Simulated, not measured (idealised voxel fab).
Process module under the name voxel gate over fins
Square cell edge 5 nm, section width 165 nm, ID cut.
Each cross-section below is a grid of square cells, stated as bands in top-down order, with one or more rows of cells making up each band.
Basically the band line says how high the top is and how high the bottom is, in nm, and then what's in it from left to right, every material with its width in nm. Empty space shows up as "air", and if a single material carries "edge to edge" it runs the full band edge to edge.
A quick word on heights: they are counted from 0, and under that level the wafer as it came to us is one material throughout. The lowest band is different from the rest in having no bottom; it simply continues downward, written as in "0 nm and below".
The expression "30 to 40" gives the width at the extremes of the band, the first number at its top row of cells and the second at its bottom row, with the width changing by equal amounts from each row to the next in between.
For the purposes of this document, the phrase "changes: none" attached to a step denotes that no cell within the cross-section was modified by that step.
Empty spaces without an open route to the top, at least 8 cells in extent, make up the entry "Enclosed void list"; each is given as width x height at distance, where the distance is measured from the left edge, and all are in nm.
Note: text after step settings on the step line = simulator remark on that step.
Regarding "overlay nm": on a step with a mask, it is the distance the mask lay to the right of its planned place; a negative value places it to the left.

### Process steps foreseen in the plan
| 1 | RECEIVE [material Si] |
| 2 | CONFORMAL_DEP [material SiN] [thk nm 5] |
| 3 | MASKED_ETCH [tone cover] [mask id FINS] [width nm 15] [pitch nm 45] [etch materials SiN] [depth nm 5] [overlay nm 0] |
| 4 | MASKED_ETCH [tone cover] [mask id FINS] [width nm 15] [pitch nm 45] [etch materials Si] [depth nm 30] [overlay nm 0] |
| 5 | OXIDIZE [depth nm 5] |
| 6 | FILL_DEP [material SiO2] [thk nm 10] |
| 7 | CMP [height nm 5] |
| 8 | SELECTIVE_ETCH [etch materials SiO2] [depth nm 20] |
| 9 | STRIP [etch materials SiN] |
| 10 | CONFORMAL_DEP [material HfO2] [thk nm 5] |
| 11 | CONFORMAL_DEP [material TiN] [thk nm 5] |
| 12 | FILL_DEP [material W] [thk nm 15] |
| 13 | CMP [height nm 20] |
| 14 | CONFORMAL_DEP [material SiN] [thk nm 10] |

### Cross-section, incoming material, after step 1
* 0 nm and below = Si edge to edge
* Enclosed void list: none

### Post-module cross-section: identical start and plan to those above, one misstep in execution
* 30 nm to 20 nm = SiN edge to edge
* 20 nm to 10 nm = W edge to edge
* 10 nm to 5 nm = W 25 nm | TiN 30 nm | W 15 nm | TiN 30 nm | W 15 nm | TiN 30 nm | W 20 nm
* 5 nm to 0 nm = W 25 nm | TiN 5 nm | HfO2 20 nm | TiN 5 nm | W 15 nm | TiN 5 nm | HfO2 20 nm | TiN 5 nm | W 15 nm | TiN 5 nm | HfO2 20 nm | TiN 5 nm | W 20 nm
* 0 nm to -5 nm = W 25 nm | TiN 5 nm | HfO2 5 nm | Si 10 nm | HfO2 5 nm | TiN 5 nm | W 15 nm | TiN 5 nm | HfO2 5 nm | Si 10 nm | HfO2 5 nm | TiN 5 nm | W 15 nm | TiN 5 nm | HfO2 5 nm | Si 10 nm | HfO2 5 nm | TiN 5 nm | W 20 nm
* -5 nm to -10 nm = TiN 30 nm | HfO2 5 nm | Si 10 nm | HfO2 5 nm | TiN 25 nm | HfO2 5 nm | Si 10 nm | HfO2 5 nm | TiN 25 nm | HfO2 5 nm | Si 10 nm | HfO2 5 nm | TiN 25 nm
* -10 nm to -15 nm = HfO2 35 nm | Si 10 nm | HfO2 35 nm | Si 10 nm | HfO2 35 nm | Si 10 nm | HfO2 30 nm
* -15 nm to -35 nm = SiO2 35 nm | Si 10 nm | SiO2 35 nm | Si 10 nm | SiO2 35 nm | Si 10 nm | SiO2 30 nm
* -35 nm and below = Si edge to edge
* Enclosed void list: none
What was done differently from what was planned? heads up, step 3 didn't go per plan, it actually ran as MASKED_ETCH [tone cover] [mask id FINS] [width nm 20] [pitch nm 45] [etch materials SiN] [depth nm 5] [overlay nm 0]
